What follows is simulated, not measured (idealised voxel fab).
Proc. module: voxel capacitor over wiring
Displayed cross-section: cut, width of 190 nm, square cells sized 5 nm.
Bands, listed from the top down, are how a cross-section gets written in this document; the cross-section itself is a grid of square cells, and a band is one or more rows of them. The band entry comprises the height of the band's top followed by the height of its bottom, expressed in nm, and subsequently the band's materials from left to right, each stated together with its width in nm. Where a single material is marked with the word "throughout", that material fills the band from edge to edge. The word "blank" represents empty space. Beneath 0, the wafer as received is one material, and that level is where height counting begins. The lowest band goes on downward without a bottom; it is written like "0..down". Width "30 to 40": first value at the band's top row of cells, second value at its bottom row, equal change from row to row. "nothing got changed" after a step means that no cell of the cross-section changed. Trapped void list: empty space of 8 cells or more with no open way to the top, each as width x height at its distance from the left edge, in nm. Where a step's line continues beyond its settings, the continuation is a remark by the simulator itself on that step. overlay nm: mask offset rightward from planned place, masked step; negative means leftward offset.

So here's the lineup of process steps we planned
- 1: RECEIVE [material Si]
- 2: CONFORMAL_DEP [material SiO2] [thk nm 15]
- 3: DIRECTIONAL_DEP [material TiN] [thk nm 5]
- 4: DIRECTIONAL_DEP [material Ru] [thk nm 20]
- 5: DIRECTIONAL_DEP [material aC] [thk nm 10]
- 6: PATTERN [tone cover] [mask id METAL_1] [material resist] [width nm 20] [pitch nm 70] [thk nm 25] [overlay nm 0]
- 7: DIRECTIONAL_ETCH [etch materials aC] [depth nm 10]
- 8: STRIP [etch materials resist]
- 9: DIRECTIONAL_ETCH [etch materials Ru] [depth nm 20]
- 10: DIRECTIONAL_ETCH [etch materials TiN] [depth nm 5]
- 11: STRIP [etch materials aC]
- 12: CONFORMAL_DEP [material SiN] [thk nm 5]
- 13: FILL_DEP [material SiO2] [thk nm 10]
- 14: CMP [height nm 40]
- 15: CONFORMAL_DEP [material SiCN] [thk nm 5]
- 16: DIRECTIONAL_DEP [material lowk] [thk nm 10]
- 17: MASKED_ETCH [tone open] [mask id PLUG_1] [width nm 15] [etch materials lowk] [depth nm 10] [overlay nm 0]
- 18: MASKED_ETCH [tone open] [mask id PLUG_1] [width nm 15] [etch materials SiCN] [depth nm 5] [overlay nm 0]
- 19: EPI [material Ru] [thk nm 10]
- 20: EPI [material Ru] [thk nm 5]
- 21: DIRECTIONAL_DEP [material TiN] [thk nm 5]
- 22: DIRECTIONAL_DEP [material HfO2] [thk nm 5]
- 23: DIRECTIONAL_DEP [material TiN] [thk nm 5]
- 24: DIRECTIONAL_DEP [material aC] [thk nm 10]
- 25: PATTERN [tone cover] [mask id UPPER_PLATE] [material resist] [width nm 55] [thk nm 30] [overlay nm 0]
- 26: DIRECTIONAL_ETCH [etch materials aC] [depth nm 10]
- 27: STRIP [etch materials resist]
- 28: DIRECTIONAL_ETCH [etch materials TiN] [depth nm 5]
- 29: DIRECTIONAL_ETCH [etch materials HfO2] [depth nm 5]
- 30: STRIP [etch materials aC]
- 31: MASKED_ETCH [tone cover] [mask id LOWER_PLATE] [width nm 65] [etch materials TiN] [depth nm 5] [overlay nm 0]
- 32: FILL_DEP [material SiO2] [thk nm 15]
- 33: CMP [height nm 80]
- 34: PATTERN [tone open] [mask id PLUG_2] [material resist] [width nm 15] [thk nm 15] [overlay nm 0]
- 35: DIRECTIONAL_ETCH [etch materials SiO2] [depth nm 10]
- 36: STRIP [etch materials resist]
- 37: CONFORMAL_DEP [material TiN] [thk nm 5]
- 38: FILL_DEP [material Cu] [thk nm 5]
- 39: CMP [height nm 80]
- 40: CONFORMAL_DEP [material SiN] [thk nm 5]

On the first of the two wafers: run conducted according to plan

Incoming wafer, cross-sectional view, post step 1
0..down | Si throughout
Trapped void list: none

Once step 2 is through, the wafer looks like this in cross-section
15..0 | SiO2 throughout
Beneath the level 0, the cross-section is identical to its previous state.

Once step 3 is through, the wafer looks like this in cross-section
20..15 | TiN throughout
Beneath the level 15, the cross-section is identical to its previous state.

Once step 4 is through, the wafer looks like this in cross-section
40..20 | Ru throughout
Beneath the level 20, the cross-section is identical to its previous state.

Once step 5 is through, the wafer looks like this in cross-section
50..40 | aC throughout
Beneath the level 40, the cross-section is identical to its previous state.

Once step 6 is through, the wafer looks like this in cross-section
75..50 | 50 blank  20 resist  50 blank  20 resist  50 blank
Beneath the level 50, the cross-section is identical to its previous state.

Once step 7 is through, the wafer looks like this in cross-section
65..50 | 50 blank  20 resist  50 blank  20 resist  50 blank
50..40 | 50 blank  20 aC  50 blank  20 aC  50 blank
Beneath the level 40, the cross-section is identical to its previous state.

Once step 8 is through, the wafer looks like this in cross-section
50..40 | 50 blank  20 aC  50 blank  20 aC  50 blank
Beneath the level 40, the cross-section is identical to its previous state.

Once step 9 is through, the wafer looks like this in cross-section
50..40 | 50 blank  20 aC  50 blank  20 aC  50 blank
40..20 | 50 blank  20 Ru  50 blank  20 Ru  50 blank
Beneath the level 20, the cross-section is identical to its previous state.

Once step 10 is through, the wafer looks like this in cross-section
50..40 | 50 blank  20 aC  50 blank  20 aC  50 blank
40..20 | 50 blank  20 Ru  50 blank  20 Ru  50 blank
20..15 | 50 blank  20 TiN  50 blank  20 TiN  50 blank
Beneath the level 15, the cross-section is identical to its previous state.

Once step 11 is through, the wafer looks like this in cross-section
40..20 | 50 blank  20 Ru  50 blank  20 Ru  50 blank
Beneath the level 20, the cross-section is identical to its previous state.

Once step 12 is through, the wafer looks like this in cross-section
45..40 | 45 blank  30 SiN  40 blank  30 SiN  45 blank
40..20 | 45 blank  5 SiN  20 Ru  5 SiN  40 blank  5 SiN  20 Ru  5 SiN  45 blank
20..15 | 50 SiN  20 TiN  50 SiN  20 TiN  50 SiN
Beneath the level 15, the cross-section is identical to its previous state.

Once step 13 is through, the wafer looks like this in cross-section
55..45 | SiO2 throughout
45..40 | 45 SiO2  30 SiN  40 SiO2  30 SiN  45 SiO2
40..20 | 45 SiO2  5 SiN  20 Ru  5 SiN  40 SiO2  5 SiN  20 Ru  5 SiN  45 SiO2
Beneath the level 20, the cross-section is identical to its previous state.

Once step 14 is through, the wafer looks like this in cross-section
40..20 | 45 SiO2  5 SiN  20 Ru  5 SiN  40 SiO2  5 SiN  20 Ru  5 SiN  45 SiO2
Beneath the level 20, the cross-section is identical to its previous state.

Once step 15 is through, the wafer looks like this in cross-section
45..40 | SiCN throughout
Beneath the level 40, the cross-section is identical to its previous state.

Once step 16 is through, the wafer looks like this in cross-section
55..45 | lowk throughout
Beneath the level 45, the cross-section is identical to its previous state.

Once step 17 is through, the wafer looks like this in cross-section
55..45 | 55 lowk  15 blank  120 lowk
Beneath the level 45, the cross-section is identical to its previous state.

Once step 18 is through, the wafer looks like this in cross-section
55..45 | 55 lowk  15 blank  120 lowk
45..40 | 55 SiCN  15 blank  120 SiCN
Beneath the level 40, the cross-section is identical to its previous state.

Once step 19 is through, the wafer looks like this in cross-section
55..50 | 55 lowk  15 blank  120 lowk
50..45 | 55 lowk  15 Ru  120 lowk
45..40 | 55 SiCN  15 Ru  120 SiCN
Beneath the level 40, the cross-section is identical to its previous state.

Once step 20 is through, the wafer looks like this in cross-section
55..45 | 55 lowk  15 Ru  120 lowk
Beneath the level 45, the cross-section is identical to its previous state.

Once step 21 is through, the wafer looks like this in cross-section
60..55 | TiN throughout
Beneath the level 55, the cross-section is identical to its previous state.

Once step 22 is through, the wafer looks like this in cross-section
65..60 | HfO2 throughout
Beneath the level 60, the cross-section is identical to its previous state.

Once step 23 is through, the wafer looks like this in cross-section
70..65 | TiN throughout
Beneath the level 65, the cross-section is identical to its previous state.

Once step 24 is through, the wafer looks like this in cross-section
80..70 | aC throughout
Beneath the level 70, the cross-section is identical to its previous state.

Once step 25 is through, the wafer looks like this in cross-section
110..80 | 55 blank  55 resist  80 blank
Beneath the level 80, the cross-section is identical to its previous state.

Once step 26 is through, the wafer looks like this in cross-section
100..80 | 55 blank  55 resist  80 blank
80..70 | 55 blank  55 aC  80 blank
Beneath the level 70, the cross-section is identical to its previous state.

Once step 27 is through, the wafer looks like this in cross-section
80..70 | 55 blank  55 aC  80 blank
Beneath the level 70, the cross-section is identical to its previous state.

Once step 28 is through, the wafer looks like this in cross-section
80..70 | 55 blank  55 aC  80 blank
70..65 | 55 blank  55 TiN  80 blank
Beneath the level 65, the cross-section is identical to its previous state.

Once step 29 is through, the wafer looks like this in cross-section
80..70 | 55 blank  55 aC  80 blank
70..65 | 55 blank  55 TiN  80 blank
65..60 | 55 blank  55 HfO2  80 blank
Beneath the level 60, the cross-section is identical to its previous state.

Once step 30 is through, the wafer looks like this in cross-section
70..65 | 55 blank  55 TiN  80 blank
Beneath the level 65, the cross-section is identical to its previous state.

Once step 31 is through, the wafer looks like this in cross-section
70..65 | 55 blank  55 TiN  80 blank
65..60 | 55 blank  55 HfO2  80 blank
60..55 | 50 blank  65 TiN  75 blank
Beneath the level 55, the cross-section is identical to its previous state.

Once step 32 is through, the wafer looks like this in cross-section
85..70 | SiO2 throughout
70..65 | 55 SiO2  55 TiN  80 SiO2
65..60 | 55 SiO2  55 HfO2  80 SiO2
60..55 | 50 SiO2  65 TiN  75 SiO2
Beneath the level 55, the cross-section is identical to its previous state.

Once step 33 is through, the wafer looks like this in cross-section
80..70 | SiO2 throughout
Beneath the level 70, the cross-section is identical to its previous state.

Once step 34 is through, the wafer looks like this in cross-section
95..80 | 65 resist  15 blank  110 resist
Beneath the level 80, the cross-section is identical to its previous state.

Once step 35 is through, the wafer looks like this in cross-section
95..80 | 65 resist  15 blank  110 resist
80..70 | 65 SiO2  15 blank  110 SiO2
Beneath the level 70, the cross-section is identical to its previous state.

Once step 36 is through, the wafer looks like this in cross-section
80..70 | 65 SiO2  15 blank  110 SiO2
Beneath the level 70, the cross-section is identical to its previous state.

Once step 37 is through, the wafer looks like this in cross-section
85..80 | 70 TiN  5 blank  115 TiN
80..75 | 65 SiO2  5 TiN  5 blank  5 TiN  110 SiO2
75..65 | 65 to 55 SiO2  15 to 55 TiN  110 to 80 SiO2
Beneath the level 65, the cross-section is identical to its previous state.

Once step 38 is through, the wafer looks like this in cross-section
90..85 | Cu throughout
85..80 | 70 TiN  5 Cu  115 TiN
80..75 | 65 SiO2  5 TiN  5 Cu  5 TiN  110 SiO2
Beneath the level 75, the cross-section is identical to its previous state.

Once step 39 is through, the wafer looks like this in cross-section
80..75 | 65 SiO2  5 TiN  5 Cu  5 TiN  110 SiO2
Beneath the level 75, the cross-section is identical to its previous state.

Once step 40 is through, the wafer looks like this in cross-section
85..80 | SiN throughout
Beneath the level 80, the cross-section is identical to its previous state.

It is to be noted that the second wafer proceeded from the same initial state and according to the same plan as the first, although one mistake was committed in its execution; through step 22, inclusive, the two wafers share an identical history

Second wafer: cross-section at the scheduled end of step 23
80..65 | TiN throughout
Beneath the level 65, the cross-section is identical to its previous state.

Second wafer: cross-section at the scheduled end of step 24
90..80 | aC throughout
Beneath the level 80, the cross-section is identical to its previous state.

Second wafer: cross-section at the scheduled end of step 25
120..90 | 55 blank  55 resist  80 blank
Beneath the level 90, the cross-section is identical to its previous state.

Second wafer: cross-section at the scheduled end of step 26
110..90 | 55 blank  55 resist  80 blank
90..80 | 55 blank  55 aC  80 blank
Beneath the level 80, the cross-section is identical to its previous state.

Second wafer: cross-section at the scheduled end of step 27
90..80 | 55 blank  55 aC  80 blank
Beneath the level 80, the cross-section is identical to its previous state.

Second wafer: cross-section at the scheduled end of step 28
90..80 | 55 blank  55 aC  80 blank
80..75 | 55 blank  55 TiN  80 blank
Beneath the level 75, the cross-section is identical to its previous state.

Second wafer: cross-section at the scheduled end of step 29: nothing got changed

Second wafer: cross-section at the scheduled end of step 30
80..75 | 55 blank  55 TiN  80 blank
Beneath the level 75, the cross-section is identical to its previous state.

Second wafer: cross-section at the scheduled end of step 31
80..70 | 55 to 50 blank  55 to 65 TiN  80 to 75 blank
Beneath the level 70, the cross-section is identical to its previous state.

Second wafer: cross-section at the scheduled end of step 32
95..80 | SiO2 throughout
80..70 | 55 to 50 SiO2  55 to 65 TiN  80 to 75 SiO2
Beneath the level 70, the cross-section is identical to its previous state.

Second wafer: cross-section at the scheduled end of step 33
80..70 | 55 to 50 SiO2  55 to 65 TiN  80 to 75 SiO2
Beneath the level 70, the cross-section is identical to its previous state.

Second wafer: cross-section at the scheduled end of step 34
95..80 | 65 resist  15 blank  110 resist
Beneath the level 80, the cross-section is identical to its previous state.

Second wafer: cross-section at the scheduled end of step 35: nothing got changed

Second wafer: cross-section at the scheduled end of step 36
80..70 | 55 to 50 SiO2  55 to 65 TiN  80 to 75 SiO2
Beneath the level 70, the cross-section is identical to its previous state.

Second wafer: cross-section at the scheduled end of step 37
85..80 | TiN throughout
Beneath the level 80, the cross-section is identical to its previous state.

Second wafer: cross-section at the scheduled end of step 38
90..85 | Cu throughout
Beneath the level 85, the cross-section is identical to its previous state.

Second wafer: cross-section at the scheduled end of step 39
80..70 | 55 to 50 SiO2  55 to 65 TiN  80 to 75 SiO2
Beneath the level 70, the cross-section is identical to its previous state.

Second wafer: cross-section at the scheduled end of step 40
85..80 | SiN throughout
Beneath the level 80, the cross-section is identical to its previous state.
Plan not followed: note that step 23 departed from the planned setting and was carried out as DIRECTIONAL_DEP [material TiN] [thk nm 15]
It is noted that, at the conclusion of processing, the second wafer exhibits a higher or lower cell count for certain materials relative to the first: Cu -1 | HfO2 +27 | SiO2 -97 | TiN +71
